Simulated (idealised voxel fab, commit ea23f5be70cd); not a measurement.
process module | voxel released beams
cross-section cut | 205 nm wide | cells 5 nm
A cross-section is a grid of square cells, given in bands from the top down. A band is one or more rows of cells.
Each band's line starts with the height of the band's top and of its bottom, in nm. Then come its materials from left to right, each with its width in nm. One material with "throughout" fills the band from edge to edge. "air" is empty space.
Height 0 is the level under which the wafer as received is all one material. The lowest band goes on downwards, as in "0 down".
A width such as "30 to 40" changes by the same amount from each row of cells to the next, from the band's top row to its bottom row.
"no change" after a step means that no cell of the cross-section changed.
closed voids: empty space of 8 cells or more with no open way to the top, each as width x height at its distance from the left edge, in nm
after a step's settings: what the simulator itself notes on the step
overlay nm, on a step with a mask: how far to the right of its planned place the mask lay; to the left if negative
plan
1 op RECEIVE | material Si
2 op CONFORMAL_DEP | material SiN | thk nm 10
3 op DIRECTIONAL_DEP | material SiO2 | thk nm 15
4 op DIRECTIONAL_DEP | material aC | thk nm 10
5 op PATTERN | tone open | mask id ANCHOR | material resist | width nm 25 | thk nm 30 | overlay nm 0
6 op DIRECTIONAL_ETCH | etch materials aC | depth nm 10
7 op STRIP | etch materials resist
8 op DIRECTIONAL_ETCH | etch materials SiO2 | depth nm 15
9 op STRIP | etch materials aC
10 op CONFORMAL_DEP | material W | thk nm 10
11 op DIRECTIONAL_DEP | material aC | thk nm 15
12 op PATTERN | tone cover | mask id BEAM | material resist | width nm 90 | thk nm 35 | overlay nm 0
13 op DIRECTIONAL_ETCH | etch materials aC | depth nm 15
14 op STRIP | etch materials resist
15 op DIRECTIONAL_ETCH | etch materials W | depth nm 10
16 op STRIP | etch materials aC
17 op STRIP | etch materials SiO2
first wafer, as planned
as received, after step 1
  0 down: Si throughout
  closed voids: none
after step 2
  10 to 0: SiN throughout
  below 0: unchanged
after step 3
  25 to 10: SiO2 throughout
  below 10: unchanged
after step 4
  35 to 25: aC throughout
  below 25: unchanged
after step 5
  65 to 35: resist 60 | air 25 | resist 120
  below 35: unchanged
after step 6
  55 to 35: resist 60 | air 25 | resist 120
  35 to 25: aC 60 | air 25 | aC 120
  below 25: unchanged
after step 7
  35 to 25: aC 60 | air 25 | aC 120
  below 25: unchanged
after step 8
  35 to 25: aC 60 | air 25 | aC 120
  25 to 10: SiO2 60 | air 25 | SiO2 120
  below 10: unchanged
after step 9
  25 to 10: SiO2 60 | air 25 | SiO2 120
  below 10: unchanged
after step 10
  35 to 25: W 70 | air 5 | W 130
  25 to 20: SiO2 60 | W 10 | air 5 | W 10 | SiO2 120
  20 to 10: SiO2 60 | W 25 | SiO2 120
  below 10: unchanged
after step 11
  50 to 35: aC 70 | air 5 | aC 130
  35 to 25: W 70 | aC 5 | W 130
  25 to 20: SiO2 60 | W 10 | aC 5 | W 10 | SiO2 120
  below 20: unchanged
after step 12
  85 to 50: air 55 | resist 90 | air 60
  50 to 35: aC 70 | resist 5 | aC 130
  below 35: unchanged
after step 13
  70 to 50: air 55 | resist 90 | air 60
  50 to 35: air 55 | aC 15 | resist 5 | aC 70 | air 60
  below 35: unchanged
after step 14
  50 to 35: air 55 | aC 15 | air 5 | aC 70 | air 60
  below 35: unchanged
after step 15
  50 to 35: air 55 | aC 15 | air 5 | aC 70 | air 60
  35 to 25: air 55 | W 15 | aC 5 | W 70 | air 60
  below 25: unchanged
after step 16
  35 to 25: air 55 | W 15 | air 5 | W 70 | air 60
  25 to 20: SiO2 60 | W 10 | air 5 | W 10 | SiO2 120
  below 20: unchanged
after step 17
  35 to 25: air 55 | W 15 | air 5 | W 70 | air 60
  25 to 20: air 60 | W 10 | air 5 | W 10 | air 120
  20 to 10: air 60 | W 25 | air 120
  below 10: unchanged
second wafer: like start, like plan, one mistake. Through step 2 it matches the first wafer
when step 3 should have ended
  25 to 10: W throughout
  below 10: unchanged
when step 4 should have ended
  35 to 25: aC throughout
  below 25: unchanged
when step 5 should have ended
  65 to 35: resist 60 | air 25 | resist 120
  below 35: unchanged
when step 6 should have ended
  55 to 35: resist 60 | air 25 | resist 120
  35 to 25: aC 60 | air 25 | aC 120
  below 25: unchanged
when step 7 should have ended
  35 to 25: aC 60 | air 25 | aC 120
  below 25: unchanged
when step 8 should have ended: no change
when step 9 should have ended
  25 to 10: W throughout
  below 10: unchanged
when step 10 should have ended
  35 to 10: W throughout
  below 10: unchanged
when step 11 should have ended
  50 to 35: aC throughout
  below 35: unchanged
when step 12 should have ended
  85 to 50: air 55 | resist 90 | air 60
  below 50: unchanged
when step 13 should have ended
  70 to 50: air 55 | resist 90 | air 60
  50 to 35: air 55 | aC 90 | air 60
  below 35: unchanged
when step 14 should have ended
  50 to 35: air 55 | aC 90 | air 60
  below 35: unchanged
when step 15 should have ended
  50 to 35: air 55 | aC 90 | air 60
  35 to 25: air 55 | W 90 | air 60
  below 25: unchanged
when step 16 should have ended
  35 to 25: air 55 | W 90 | air 60
  below 25: unchanged
when step 17 should have ended: no change
what went wrong: step 3 ran as: op DIRECTIONAL_DEP | material W | thk nm 15
at the end the second wafer has, in cells: 111 more of W
